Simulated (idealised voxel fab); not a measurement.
A process module follows: voxel tone inversion.
Cross-section cut: width 220 nm, square cells of 5 nm.
When this document writes out a cross-section, it uses a grid of square cells and lists it as bands, beginning at the top and moving down, with a band standing for one or more rows of cells.
What a band's entry tells you: where the top is and where the bottom is, as heights in nm, and after that what lies inside, material by material from left to right, each with its width in nm. Empty space is written as the word "blank", and a single material marked with the word "edge to edge" occupies the band from edge to edge.
The level at which height equals 0 is the one under which the wafer, as it arrives, is entirely one material. No lower edge exists for the bottom band, which continues downward and is notated as in "from 0 down".
Quick explanation for "30 to 40": the width changes in equal steps down the rows of cells, from the first number in the band's top row to the second number in its bottom row.
Basically "identical to before" means that step didn't change any cell in the cross-section.
Heads up: "Sealed void inventory" only lists the empty pockets with no open path to the top that are 8 cells or more, and it writes them as width x height at distance, distance from the left edge, in nm.
That trailing text on a step's line, after the settings, is the simulator's own remark on the step.
overlay nm: step with mask; distance mask lay right of planned place; negative value = left of planned place.

-- The following list gives the planned process steps
1,RECEIVE,material Si
2,CONFORMAL_DEP,material SiN,thk nm 5
3,DIRECTIONAL_DEP,material polySi,thk nm 25
4,PATTERN,tone cover,mask id POSTS,material resist,width nm 25,pitch nm 45,thk nm 30,overlay nm -15
5,DIRECTIONAL_ETCH,etch materials polySi,depth nm 25
6,STRIP,etch materials resist
7,FILL_DEP,material SiO2,thk nm 10
8,CMP,height nm 30
9,STRIP,etch materials polySi
10,CONFORMAL_DEP,material TiN,thk nm 5
11,FILL_DEP,material W,thk nm 5
12,CMP,height nm 30
13,CONFORMAL_DEP,material SiCN,thk nm 5
The plan's step 4 overlay nm is the first wafer's value; the wafers differ in this setting and start identical.

-- Received wafers, first of several: cross-section after step 1
    from 0 down | Si edge to edge
    Sealed void inventory: none

-- Row per wafer, end-of-module: cell gain (+)/loss (-) by material since the wafer came in, then closed voids
overlay nm -15 | +44 SiCN | +44 SiN | +120 SiO2 | +52 TiN | +48 W | Sealed void inventory: none
overlay nm -10 | +44 SiCN | +44 SiN | +120 SiO2 | +52 TiN | +48 W | Sealed void inventory: none
overlay nm -5 | +44 SiCN | +44 SiN | +120 SiO2 | +52 TiN | +48 W | Sealed void inventory: none
overlay nm 0 | +44 SiCN | +44 SiN | +120 SiO2 | +52 TiN | +48 W | Sealed void inventory: none
overlay nm 5 | +44 SiCN | +44 SiN | +120 SiO2 | +52 TiN | +48 W | Sealed void inventory: none
overlay nm 10 | +44 SiCN | +44 SiN | +120 SiO2 | +52 TiN | +48 W | Sealed void inventory: none
overlay nm 15 | +44 SiCN | +44 SiN | +120 SiO2 | +52 TiN | +48 W | Sealed void inventory: none
